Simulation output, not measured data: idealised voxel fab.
Documented hereafter: the process module known as voxel capacitor over wiring.
The cross-section on display is named cut; it measures 170 nm wide, and its cells are 5 nm squares.
Heads up, the way a cross-section reads in here is a grid of square cells, handed over as bands from the top down, with every band being one or more rows of cells.
First you get the band's top height and its bottom height, in nm, and then the materials it's made of, left to right, with each width in nm. If you see a single material with "throughout", that one covers the band edge to edge. "air" is empty space.
All heights in this document are referenced to 0, defined as the level beneath which the wafer, as received, consists entirely of one material. The lowest band is not bounded below; it extends indefinitely downward and is written in the form "0 nm and below".
Top row gets the first number, bottom row gets the second, and each row in between changes by the same step: that is how a band width like "30..40" works.
Given "no change occurred" for a step, no cell of the cross-section differs between before and after that step.
"Closed void table" contains a list of empty spaces, each no smaller than 8 cells and without an open way to the top, written in the form width x height at distance with the distance from the left edge and all three in nm.
Post-settings text on a step line: simulator's own remark regarding the step.
overlay nm: where the mask lay relative to plan, measured to the right, on steps with a mask; negatives go left.
-- The steps planned for the process are as follows
step 1: RECEIVE [material Si]
step 2: CONFORMAL_DEP [material SiO2] [thk nm 10]
step 3: DIRECTIONAL_DEP [material TiN] [thk nm 5]
step 4: DIRECTIONAL_DEP [material Ru] [thk nm 15]
step 5: MASKED_ETCH [tone cover] [mask id METAL_1] [width nm 20] [pitch nm 80] [etch materials Ru] [depth nm 15] [overlay nm 0]
step 6: MASKED_ETCH [tone cover] [mask id METAL_1] [width nm 20] [pitch nm 80] [etch materials TiN] [depth nm 5] [overlay nm 0]
step 7: FILL_DEP [material SiO2] [thk nm 5]
step 8: CMP [height nm 30]
step 9: CONFORMAL_DEP [material SiCN] [thk nm 5]
step 10: DIRECTIONAL_DEP [material SiO2] [thk nm 10]
step 11: DIRECTIONAL_DEP [material aC] [thk nm 10]
step 12: PATTERN [tone open] [mask id PLUG_1] [material resist] [width nm 15] [thk nm 25] [overlay nm 0]
step 13: DIRECTIONAL_ETCH [etch materials aC] [depth nm 10]
step 14: STRIP [etch materials resist]
step 15: DIRECTIONAL_ETCH [etch materials SiO2] [depth nm 10]
step 16: DIRECTIONAL_ETCH [etch materials SiCN] [depth nm 5]
step 17: STRIP [etch materials aC]
step 18: CONFORMAL_DEP [material TiN] [thk nm 5]
step 19: FILL_DEP [material Cu] [thk nm 5]
step 20: CMP [height nm 45]
step 21: DIRECTIONAL_DEP [material TiN] [thk nm 10]
step 22: DIRECTIONAL_DEP [material Al2O3] [thk nm 5]
step 23: DIRECTIONAL_DEP [material TiN] [thk nm 10]
step 24: MASKED_ETCH [tone cover] [mask id UPPER_PLATE] [width nm 65] [etch materials TiN] [depth nm 10] [overlay nm 0]
step 25: MASKED_ETCH [tone cover] [mask id UPPER_PLATE] [width nm 65] [etch materials Al2O3] [depth nm 5] [overlay nm 0]
step 26: PATTERN [tone cover] [mask id LOWER_PLATE] [material resist] [width nm 75] [thk nm 20] [overlay nm 0]
step 27: DIRECTIONAL_ETCH [etch materials TiN] [depth nm 10]
step 28: STRIP [etch materials resist]
step 29: FILL_DEP [material SiO2] [thk nm 15]
step 30: CMP [height nm 80]
step 31: PATTERN [tone open] [mask id PLUG_2] [material resist] [width nm 15] [thk nm 20] [overlay nm 0]
step 32: DIRECTIONAL_ETCH [etch materials SiO2] [depth nm 10]
step 33: STRIP [etch materials resist]
step 34: CONFORMAL_DEP [material TiN] [thk nm 5]
step 35: FILL_DEP [material Ru] [thk nm 10]
step 36: CMP [height nm 80]
step 37: CONFORMAL_DEP [material SiN] [thk nm 5]
-- Cross-section, incoming material, after step 1
* 0 nm and below  Si throughout
* Closed void table: none
-- a wafer at the end: this start, this plan, one mistake
* 85 nm to 80 nm  SiN throughout
* 80 nm to 75 nm  50 nm SiO2  5 nm TiN  5 nm Ru  5 nm TiN  105 nm SiO2
* 75 nm to 70 nm  50 nm SiO2  15 nm TiN  105 nm SiO2
* 70 nm to 65 nm  SiO2 throughout
* 65 nm to 55 nm  40 nm SiO2  65 nm TiN  65 nm SiO2
* 55 nm to 45 nm  35 nm SiO2  75 nm TiN  60 nm SiO2
* 45 nm to 35 nm  40 nm SiO2  5 nm TiN  5 nm Cu  5 nm TiN  115 nm SiO2
* 35 nm to 30 nm  40 nm SiCN  15 nm TiN  115 nm SiCN
* 30 nm to 15 nm  35 nm SiO2  20 nm Ru  60 nm SiO2  20 nm Ru  35 nm SiO2
* 15 nm to 10 nm  35 nm SiO2  20 nm TiN  60 nm SiO2  20 nm TiN  35 nm SiO2
* 10 nm to 0 nm  SiO2 throughout
* 0 nm and below  Si throughout
* Closed void table: none
Short version of what went wrong: heads up, step 22 of the plan was skipped and never actually ran
